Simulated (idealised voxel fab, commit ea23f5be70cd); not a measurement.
The following process module bears the name voxel self aligned contacts.
cross-section cut | 185 nm wide | cells 5 nm
A cross-section in this document is a grid of square cells, and it is written down as bands, the top band listed before the ones below it; a band is made up of one or more rows of cells.
First you get the band's top height and its bottom height, in nm, and then the materials it's made of, left to right, with each width in nm. If you see a single material with "throughout", that one covers the band edge to edge. "blank" is empty space.
Where do heights start? At 0: under that level the wafer as delivered is made of one material only. And the lowest band has no floor; it just carries on downward, as in "0 -> down".
Width spec "30 to 40" -> top row of cells at first value, bottom row at second value, equal per-row change in between.
No cell of the cross-section changed in a step that is given as "remained the same".
Empty spaces counting at least 8 cells and having no open way to the top are listed in "Closed cavity list". The notation width x height at distance is used for each, the distance being from the left edge and all three values in nm.
The remark found on a step's line after its settings is issued by the simulator itself and pertains to that step.
You can add "overlay nm" to a step's line. For a step with a mask, it describes how far the mask lay to the right of its planned position, and a negative number describes a lay to the left.

# So here's the lineup of process steps we planned
1,RECEIVE with material Si
2,CONFORMAL_DEP with material SiO2, thk nm 5
3,DIRECTIONAL_DEP with material polySi, thk nm 25
4,DIRECTIONAL_DEP with material SiN, thk nm 15
5,PATTERN with tone cover, mask id GATE, material resist, width nm 25, pitch nm 50, thk nm 20, overlay nm 0
6,DIRECTIONAL_ETCH with etch materials SiN, depth nm 15
7,DIRECTIONAL_ETCH with etch materials polySi, depth nm 25
8,STRIP with etch materials resist
9,CONFORMAL_DEP with material SiN, thk nm 5
10,DIRECTIONAL_ETCH with etch materials SiN, depth nm 5
11,FILL_DEP with material SiO2, thk nm 20
12,CMP with height nm 55
13,PATTERN with tone open, mask id CONTACT, material resist, width nm 35, thk nm 15, overlay nm 0
14,DIRECTIONAL_ETCH with etch materials SiO2, depth nm 55
15,STRIP with etch materials resist
16,CONFORMAL_DEP with material TiN, thk nm 5
17,FILL_DEP with material W, thk nm 10
18,CMP with height nm 55
19,CONFORMAL_DEP with material SiN, thk nm 5

# On the first of the two wafers: run conducted according to plan

# Step 1 complete: cross-section of the wafer as received
0 -> down  Si throughout
Closed cavity list: none

# Upon completion of step 2, the wafer appears in cross-section as shown
5 -> 0  SiO2 throughout
All layers under 0 are left as they were.

# Upon completion of step 3, the wafer appears in cross-section as shown
30 -> 5  polySi throughout
All layers under 5 are left as they were.

# Upon completion of step 4, the wafer appears in cross-section as shown
45 -> 30  SiN throughout
All layers under 30 are left as they were.

# Upon completion of step 5, the wafer appears in cross-section as shown
65 -> 45  blank: 55 / resist: 25 / blank: 25 / resist: 25 / blank: 55
All layers under 45 are left as they were.

# Upon completion of step 6, the wafer appears in cross-section as shown
65 -> 45  blank: 55 / resist: 25 / blank: 25 / resist: 25 / blank: 55
45 -> 30  blank: 55 / SiN: 25 / blank: 25 / SiN: 25 / blank: 55
All layers under 30 are left as they were.

# Upon completion of step 7, the wafer appears in cross-section as shown
65 -> 45  blank: 55 / resist: 25 / blank: 25 / resist: 25 / blank: 55
45 -> 30  blank: 55 / SiN: 25 / blank: 25 / SiN: 25 / blank: 55
30 -> 5  blank: 55 / polySi: 25 / blank: 25 / polySi: 25 / blank: 55
All layers under 5 are left as they were.

# Upon completion of step 8, the wafer appears in cross-section as shown
45 -> 30  blank: 55 / SiN: 25 / blank: 25 / SiN: 25 / blank: 55
All layers under 30 are left as they were.

# Upon completion of step 9, the wafer appears in cross-section as shown
50 -> 30  blank: 50 / SiN: 35 / blank: 15 / SiN: 35 / blank: 50
30 -> 10  blank: 50 / SiN: 5 / polySi: 25 / SiN: 5 / blank: 15 / SiN: 5 / polySi: 25 / SiN: 5 / blank: 50
10 -> 5  SiN: 55 / polySi: 25 / SiN: 25 / polySi: 25 / SiN: 55
All layers under 5 are left as they were.

# Upon completion of step 10, the wafer appears in cross-section as shown
45 -> 30  blank: 50 / SiN: 35 / blank: 15 / SiN: 35 / blank: 50
30 -> 5  blank: 50 / SiN: 5 / polySi: 25 / SiN: 5 / blank: 15 / SiN: 5 / polySi: 25 / SiN: 5 / blank: 50
All layers under 5 are left as they were.

# Upon completion of step 11, the wafer appears in cross-section as shown
65 -> 45  SiO2 throughout
45 -> 30  SiO2: 50 / SiN: 35 / SiO2: 15 / SiN: 35 / SiO2: 50
30 -> 5  SiO2: 50 / SiN: 5 / polySi: 25 / SiN: 5 / SiO2: 15 / SiN: 5 / polySi: 25 / SiN: 5 / SiO2: 50
All layers under 5 are left as they were.

# Upon completion of step 12, the wafer appears in cross-section as shown
55 -> 45  SiO2 throughout
All layers under 45 are left as they were.

# Upon completion of step 13, the wafer appears in cross-section as shown
70 -> 55  resist: 75 / blank: 35 / resist: 75
All layers under 55 are left as they were.

# Upon completion of step 14, the wafer appears in cross-section as shown
70 -> 55  resist: 75 / blank: 35 / resist: 75
55 -> 45  SiO2: 75 / blank: 35 / SiO2: 75
45 -> 30  SiO2: 50 / SiN: 35 / blank: 15 / SiN: 35 / SiO2: 50
30 -> 5  SiO2: 50 / SiN: 5 / polySi: 25 / SiN: 5 / blank: 15 / SiN: 5 / polySi: 25 / SiN: 5 / SiO2: 50
5 -> 0  SiO2: 85 / blank: 15 / SiO2: 85
All layers under 0 are left as they were.

# Upon completion of step 15, the wafer appears in cross-section as shown
55 -> 45  SiO2: 75 / blank: 35 / SiO2: 75
All layers under 45 are left as they were.

# Upon completion of step 16, the wafer appears in cross-section as shown
60 -> 55  TiN: 80 / blank: 25 / TiN: 80
55 -> 45  SiO2: 75 / TiN: 5 to 15 / blank: 25 to 5 / TiN: 5 to 15 / SiO2: 75
45 -> 30  SiO2: 50 / SiN: 35 / TiN: 5 / blank: 5 / TiN: 5 / SiN: 35 / SiO2: 50
30 -> 5  SiO2: 50 / SiN: 5 / polySi: 25 / SiN: 5 / TiN: 5 / blank: 5 / TiN: 5 / SiN: 5 / polySi: 25 / SiN: 5 / SiO2: 50
5 -> 0  SiO2: 85 / TiN: 15 / SiO2: 85
All layers under 0 are left as they were.

# Upon completion of step 17, the wafer appears in cross-section as shown
70 -> 60  W throughout
60 -> 55  TiN: 80 / W: 25 / TiN: 80
55 -> 45  SiO2: 75 / TiN: 5 to 15 / W: 25 to 5 / TiN: 5 to 15 / SiO2: 75
45 -> 30  SiO2: 50 / SiN: 35 / TiN: 5 / W: 5 / TiN: 5 / SiN: 35 / SiO2: 50
30 -> 5  SiO2: 50 / SiN: 5 / polySi: 25 / SiN: 5 / TiN: 5 / W: 5 / TiN: 5 / SiN: 5 / polySi: 25 / SiN: 5 / SiO2: 50
All layers under 5 are left as they were.

# Upon completion of step 18, the wafer appears in cross-section as shown
55 -> 45  SiO2: 75 / TiN: 5 to 15 / W: 25 to 5 / TiN: 5 to 15 / SiO2: 75
All layers under 45 are left as they were.

# Upon completion of step 19, the wafer appears in cross-section as shown
60 -> 55  SiN throughout
All layers under 55 are left as they were.

# second wafer: like start, like plan, one mistake. Through step 17 it matches the first wafer

# X-section, second wafer, when step 18 was due to finish
65 -> 60  W throughout
All layers under 60 are left as they were.

# X-section, second wafer, when step 19 was due to finish
70 -> 65  SiN throughout
All layers under 65 are left as they were.
Error vs. plan: step 18 deviated from plan and actually ran as CMP with height nm 65
FYI, end of process, the second wafer has more or fewer cells of some materials than the first: +32 TiN; +42 W
